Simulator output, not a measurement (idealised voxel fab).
Title: Process Module voxel double patterning
Square cells of 5 nm make up the cross-section cut, whose width is 210 nm.
Bands, listed from the top down, are how a cross-section gets written in this document; the cross-section itself is a grid of square cells, and a band is one or more rows of them. In this notation a band is specified by the heights of its top and bottom, in that order and in nm, after which its materials appear from left to right, each paired with its width in nm. The word "full width" attached to a single material means that material fills the band from edge to edge; the word "empty" stands for empty space. All heights in this document are referenced to 0, defined as the level beneath which the wafer, as received, consists entirely of one material. The lowest band is not bounded below; it extends indefinitely downward and is written in the form "from 0 down". You'd read "30->40" like this: the band's top row of cells is as wide as the first number, its bottom row is as wide as the second, and going down, every row changes width by the same amount as the row before did. Reading "left unchanged" for a step: not a cell of the cross-section changed in it. Each empty space that has no open way to the top and spans at least 8 cells appears under "Closed voids list" as width x height at distance, the distance counted from the left edge, all in nm. Text after the settings on a step's line: the simulator's own remark on that step. "overlay nm" denotes, for a step that has a mask, the displacement of the mask to the right of its planned place, with negative values corresponding to the left.

BELOW IS THE LIST OF PLANNED PROCESS STEPS
| 1 | RECEIVE | material Si |
| 2 | CONFORMAL_DEP | material SiO2 | thk nm 10 |
| 3 | DIRECTIONAL_DEP | material polySi | thk nm 10 |
| 4 | DIRECTIONAL_DEP | material SiN | thk nm 10 |
| 5 | DIRECTIONAL_DEP | material aC | thk nm 10 |
| 6 | PATTERN | tone open | mask id FIRST | material resist | width nm 15 | pitch nm 50 | thk nm 25 | overlay nm 0 |
| 7 | DIRECTIONAL_ETCH | etch materials aC | depth nm 10 |
| 8 | STRIP | etch materials resist |
| 9 | DIRECTIONAL_ETCH | etch materials SiN | depth nm 10 |
| 10 | STRIP | etch materials aC |
| 11 | MASKED_ETCH | tone open | mask id SECOND | width nm 15 | pitch nm 50 | etch materials SiN | depth nm 10 | overlay nm 0 |
| 12 | DIRECTIONAL_ETCH | etch materials polySi | depth nm 10 |
| 13 | STRIP | etch materials SiN |

CROSS-SECTIONAL VIEW OF THE WAFER IN ITS AS-RECEIVED CONDITION, CORRESPONDING TO THE STATE AFTER STEP 1
- from 0 down: Si full width
- Closed voids list: none

CROSS-SECTION, END OF MODULE. START: AS ABOVE. PLAN: AS ABOVE. EXECUTION: ONE MISTAKE
- from 20 to 10: SiO2 full width
- from 10 to 0: polySi full width
- from 0 down: Si full width
- Closed voids list: none
Where did the run depart from the plan? so 2 and 3 got swapped relative to the plan, each ran where the other was supposed to
